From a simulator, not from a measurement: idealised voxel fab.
Process module, titled voxel transistor to metal
The cross-section shown here is cut; it is 185 nm wide and divided into square cells measuring 5 nm on a side.
Format of a cross-section: grid, square cells. Given as bands. Order: top down. Band: one or more rows of cells. A band entry consists of two parts. The first gives the height of the band's top and the height of its bottom, in nm. The rest lists the band's materials from left to right, each with its width in nm. A single material labelled with the word "all across" fills the band from edge to edge, and the word "empty" marks empty space. We count height from 0. Below that, the starting wafer is all one material. The lowest band never ends at the bottom but goes on down; see "0..down" for how that is written. You'd read "30 to 40" like this: the band's top row of cells is as wide as the first number, its bottom row is as wide as the second, and going down, every row changes width by the same amount as the row before did. For the purposes of this document, the phrase "nothing got changed" attached to a step denotes that no cell within the cross-section was modified by that step. You'll see "Trapped voids" listing empty spaces that have no way open to the top, as long as they're 8 cells or more; the notation is width x height at distance, where the distance is from the left edge, and all of it is in nm. after a step's settings: what the simulator itself notes on the step. overlay nm: right-of-plan distance of the mask on a masked step; negative values mean left-of-plan.

Planned step list for the process
1 RECEIVE | material Si
2 OXIDIZE | depth nm 5
3 CONFORMAL_DEP | material SiN | thk nm 15
4 MASKED_ETCH | tone cover | mask id ACTIVE | width nm 110 | etch materials SiN | depth nm 15 | overlay nm 0
5 MASKED_ETCH | tone cover | mask id ACTIVE | width nm 110 | etch materials SiO2 | depth nm 5 | overlay nm 0
6 MASKED_ETCH | tone cover | mask id ACTIVE | width nm 110 | etch materials Si | depth nm 30 | overlay nm 0
7 FILL_DEP | material SiO2 | thk nm 10
8 CMP | height nm 15
9 SELECTIVE_ETCH | etch materials SiO2 | depth nm 5
10 STRIP | etch materials SiN
11 SELECTIVE_ETCH | etch materials SiO2 | depth nm 5
12 OXIDIZE | depth nm 5
13 DIRECTIONAL_DEP | material polySi | thk nm 20
14 DIRECTIONAL_DEP | material SiCN | thk nm 15
15 MASKED_ETCH | tone cover | mask id GATE | width nm 20 | etch materials SiCN | depth nm 25 | overlay nm 0
16 MASKED_ETCH | tone cover | mask id GATE | width nm 20 | etch materials polySi | depth nm 30 | overlay nm 0
17 CONFORMAL_DEP | material SiN | thk nm 10
18 DIRECTIONAL_ETCH | etch materials SiN | depth nm 10
19 DIRECTIONAL_ETCH | etch materials SiO2 | depth nm 5
20 DIRECTIONAL_ETCH | etch materials Si | depth nm 5
21 EPI | material nSi | thk nm 5
22 FILL_DEP | material SiO2 | thk nm 5
23 CMP | height nm 30
24 DIRECTIONAL_DEP | material SiO2 | thk nm 15
25 DIRECTIONAL_DEP | material aC | thk nm 10
26 PATTERN | tone open | mask id CONTACT | material resist | width nm 20 | pitch nm 80 | thk nm 30 | overlay nm 0
27 DIRECTIONAL_ETCH | etch materials aC | depth nm 10
28 STRIP | etch materials resist
29 DIRECTIONAL_ETCH | etch materials SiO2 | depth nm 55
30 STRIP | etch materials aC
31 CONFORMAL_DEP | material TiN | thk nm 5
32 FILL_DEP | material Ru | thk nm 10
33 CMP | height nm 45
34 CONFORMAL_DEP | material SiN | thk nm 5
35 DIRECTIONAL_DEP | material SiO2 | thk nm 5
36 MASKED_ETCH | tone open | mask id METAL_1 | width nm 20 | pitch nm 80 | etch materials SiO2 | depth nm 15 | overlay nm 0
37 MASKED_ETCH | tone open | mask id METAL_1 | width nm 20 | pitch nm 80 | etch materials SiN | depth nm 5 | overlay nm 0
38 CONFORMAL_DEP | material TiN | thk nm 5
39 FILL_DEP | material Cu | thk nm 5
40 CMP | height nm 65
41 EPI | material Ru | thk nm 5
42 FILL_DEP | material SiCN | thk nm 5
43 DIRECTIONAL_DEP | material lowk | thk nm 30
44 MASKED_ETCH | tone open | mask id METAL_2 | width nm 20 | pitch nm 80 | etch materials lowk | depth nm 15 | overlay nm 0
45 PATTERN | tone open | mask id METAL_2_HOLES | material resist | width nm 15 | pitch nm 80 | thk nm 15 | overlay nm 0
46 DIRECTIONAL_ETCH | etch materials lowk | depth nm 15
47 DIRECTIONAL_ETCH | etch materials SiCN | depth nm 5
48 STRIP | etch materials resist
49 CONFORMAL_DEP | material TiN | thk nm 5
50 FILL_DEP | material Cu | thk nm 10
51 CMP | height nm 105
52 CONFORMAL_DEP | material SiCN | thk nm 5
Every wafer here starts from the same state; it is the step 35 thk nm that distinguishes them, and the value the plan gives belongs to the first wafer.

The first of several wafers, as received after step 1, seen in section
* 0..down | Si all across
* Trapped voids: none

Gained (+) or lost (-) cells of each material since receipt, then closed voids: one row per wafer, at the end of the module
thk nm 5; +61 Cu; +75 Ru; -161 Si; +80 SiCN; +65 SiN; +357 SiO2; +125 TiN; +180 lowk; +16 nSi; +16 polySi; Trapped voids: none
thk nm 10; +28 Cu; +75 Ru; -161 Si; +80 SiCN; +65 SiN; +386 SiO2; +129 TiN; +180 lowk; +16 nSi; +16 polySi; Trapped voids: none
thk nm 15; +28 Cu; +50 Ru; -161 Si; +105 SiCN; +65 SiN; +415 SiO2; +100 TiN; +180 lowk; +16 nSi; +16 polySi; Trapped voids: none
thk nm 20; +20 Cu; +50 Ru; -161 Si; +105 SiCN; +73 SiN; +423 SiO2; +92 TiN; +180 lowk; +16 nSi; +16 polySi; Trapped voids: none
thk nm 25; +16 Cu; +50 Ru; -161 Si; +105 SiCN; +73 SiN; +431 SiO2; +88 TiN; +180 lowk; +16 nSi; +16 polySi; Trapped voids: none
thk nm 30; +20 Cu; +38 Ru; -161 Si; +80 SiCN; +73 SiN; +439 SiO2; +113 TiN; +180 lowk; +16 nSi; +16 polySi; Trapped voids: none
